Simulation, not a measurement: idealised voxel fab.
Process module, titled voxel ribs on slabs
The figure presents cross-section cut, which has a width of 140 nm and is divided into square cells with an edge length of 5 nm.
Cross-sections here: square-cell grids, written as top-down lists of bands, a band being one or more rows of cells. Band entry format. Leading values: height of top, height of bottom, nm. Remainder: materials in left-to-right order, each with its width in nm. Special words: "all across" on a single material, which then fills the band edge to edge; "air", empty space. Basically, 0 is our baseline, since under it the wafer straight out of the box is all one material. The bottom band has no lower end and keeps on going down, so it looks like "z 0 and below". Graded width ("30 to 40"): value in top row of band = first number; value in bottom row = second number; row-to-row change constant. Step marked "nothing altered"? Then no cell in the cross-section changed in it. "Completely sealed voids": sealed empty spaces, 8 cells or more, no open way to top, listed width x height at distance, with distance from the left edge and width, height and distance in nm. Anything after a step's settings on that line? It's the simulator's own note about the step. overlay nm: step with mask; distance mask lay right of planned place; negative value = left of planned place.
**So here's the lineup of process steps we planned**
step 1: RECEIVE (material Si)
step 2: DIRECTIONAL_DEP (material SiO2; thk nm 20)
step 3: DIRECTIONAL_DEP (material polySi; thk nm 25)
step 4: PATTERN (tone cover; mask id RIB; material resist; width nm 30; thk nm 15; overlay nm 0)
step 5: DIRECTIONAL_ETCH (etch materials polySi; depth nm 10)
step 6: STRIP (etch materials resist)
step 7: DIRECTIONAL_DEP (material aC; thk nm 15)
step 8: PATTERN (tone cover; mask id SLAB; material resist; width nm 90; thk nm 30; overlay nm 0)
step 9: DIRECTIONAL_ETCH (etch materials aC; depth nm 15)
step 10: STRIP (etch materials resist)
step 11: DIRECTIONAL_ETCH (etch materials polySi; depth nm 15)
step 12: STRIP (etch materials aC)
step 13: FILL_DEP (material SiO2; thk nm 25)
step 14: CMP (height nm 60)
step 15: DIRECTIONAL_DEP (material W; thk nm 10)
step 16: MASKED_ETCH (tone cover; mask id HEATER; width nm 40; etch materials W; depth nm 10; overlay nm 0)
step 17: CONFORMAL_DEP (material SiN; thk nm 10)
**Received-state cross-section, reflecting completion of step 1**
    z 0 and below = Si all across
    Completely sealed voids: none
**Below is the wafer in cross-section after the module was completed. It began from the starting point shown above and followed the plan shown above, except that one mistake was made while running it**
    z 80 to 70 = 40 nm air | 60 nm SiN | 40 nm air
    z 70 to 60 = 50 nm SiN | 40 nm W | 50 nm SiN
    z 60 to 45 = SiO2 all across
    z 45 to 35 = 60 nm SiO2 | 25 nm polySi | 55 nm SiO2
    z 35 to 20 = 25 nm SiO2 | 90 nm polySi | 25 nm SiO2
    z 20 to 0 = SiO2 all across
    z 0 and below = Si all across
    Completely sealed voids: none
So what did we get wrong on this run? step 4 did not happen as planned, as run it was PATTERN (tone cover; mask id RIB; material resist; width nm 25; thk nm 15; overlay nm 0)
